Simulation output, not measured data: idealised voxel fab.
Name of the process module below: voxel air gaps
The cross-section shown here is cut; it is 260 nm wide and divided into square cells measuring 5 nm on a side.
Cross-section layout: square cells on a grid; listed as bands, top to bottom; a band spans one or more cell rows. This entry defines a band. It first specifies the height of the band's top and the height of its bottom in nm, and then specifies the band's materials from left to right, stating each material with its width in nm. The word "edge to edge" identifies a single material that fills the band from edge to edge, while the word "empty" identifies empty space. A quick word on heights: they are counted from 0, and under that level the wafer as it came to us is one material throughout. The lowest band is different from the rest in having no bottom; it simply continues downward, written as in "from 0 down". Per-row width for "30..40": begins at first number (top row of band), ends at second number (bottom row), increment between rows held constant. Any step labelled "remains unaltered" changed none of the cells in the cross-section. Under "Completely sealed voids" you'll find the enclosed gaps, the ones with no way out to the top, that are 8 cells or bigger; each reads width x height at distance, with distance counted from the left edge, everything in nm. Post-settings text on a step line: simulator's own remark regarding the step. overlay nm: right-of-plan distance of the mask on a masked step; negative values mean left-of-plan.
These are the steps we planned for the process:
1. RECEIVE [material Si]
2. CONFORMAL_DEP [material SiO2] [thk nm 10]
3. CONFORMAL_DEP [material SiCN] [thk nm 5]
4. DIRECTIONAL_DEP [material lowk] [thk nm 40]
5. DIRECTIONAL_DEP [material aC] [thk nm 15]
6. PATTERN [tone open] [mask id LINES] [material resist] [width nm 25] [pitch nm 50] [thk nm 35] [overlay nm 0]
7. DIRECTIONAL_ETCH [etch materials aC] [depth nm 15]
8. STRIP [etch materials resist]
9. DIRECTIONAL_ETCH [etch materials lowk] [depth nm 40]
10. STRIP [etch materials aC]
11. CONFORMAL_DEP [material TiN] [thk nm 5]
12. FILL_DEP [material W] [thk nm 5]
13. CMP [height nm 55]
14. EPI [material Ru] [thk nm 10]
15. SELECTIVE_ETCH [etch materials lowk] [depth nm 50]
16. CONFORMAL_DEP [material SiCN] [thk nm 5]
Received-state cross-section, reflecting completion of step 1:
from 0 down  Si edge to edge
Completely sealed voids: none
Cross-sectional image of the first of two wafers at the end of the module, the run having proceeded as planned:
from 70 to 65  25 empty, 205 SiCN, 30 empty
from 65 to 55  25 empty, 5 SiCN, 45 Ru, 5 SiCN, 45 Ru, 5 SiCN, 45 Ru, 5 SiCN, 45 Ru, 5 SiCN, 30 empty
from 55 to 50  25 empty, 15 SiCN, 5 TiN, 15 W, 5 TiN, 25 SiCN, 5 TiN, 15 W, 5 TiN, 25 SiCN, 5 TiN, 15 W, 5 TiN, 25 SiCN, 5 TiN, 15 W, 5 TiN, 15 SiCN, 30 empty
from 50 to 20  35 empty, 5 SiCN, 5 TiN, 15 W, 5 TiN, 5 SiCN, 15 empty, 5 SiCN, 5 TiN, 15 W, 5 TiN, 5 SiCN, 15 empty, 5 SiCN, 5 TiN, 15 W, 5 TiN, 5 SiCN, 15 empty, 5 SiCN, 5 TiN, 15 W, 5 TiN, 5 SiCN, 40 empty
from 20 to 15  40 SiCN, 25 TiN, 25 SiCN, 25 TiN, 25 SiCN, 25 TiN, 25 SiCN, 25 TiN, 45 SiCN
from 15 to 10  SiCN edge to edge
from 10 to 0  SiO2 edge to edge
from 0 down  Si edge to edge
Completely sealed voids: 15 x 30 at 70; 15 x 30 at 120; 15 x 30 at 170
Wafer two (of two), end-of-module cross-section: start = wafer one, plan = wafer one, one run mistake:
from 65 to 55  30 empty, 45 Ru, 5 empty, 45 Ru, 5 empty, 45 Ru, 5 empty, 45 Ru, 35 empty
from 55 to 20  40 empty, 5 TiN, 15 W, 5 TiN, 25 empty, 5 TiN, 15 W, 5 TiN, 25 empty, 5 TiN, 15 W, 5 TiN, 25 empty, 5 TiN, 15 W, 5 TiN, 45 empty
from 20 to 15  40 empty, 25 TiN, 25 empty, 25 TiN, 25 empty, 25 TiN, 25 empty, 25 TiN, 45 empty
from 15 to 10  SiCN edge to edge
from 10 to 0  SiO2 edge to edge
from 0 down  Si edge to edge
Completely sealed voids: none
Which mistake was made when the wafer was run? with respect to the plan, step 16 was omitted and not executed
Once processing is complete, comparing cell counts shows that the second wafer has more or fewer of certain materials than the first: -152 SiCN
End state: 3 closed voids on the first wafer, 0 on the second.
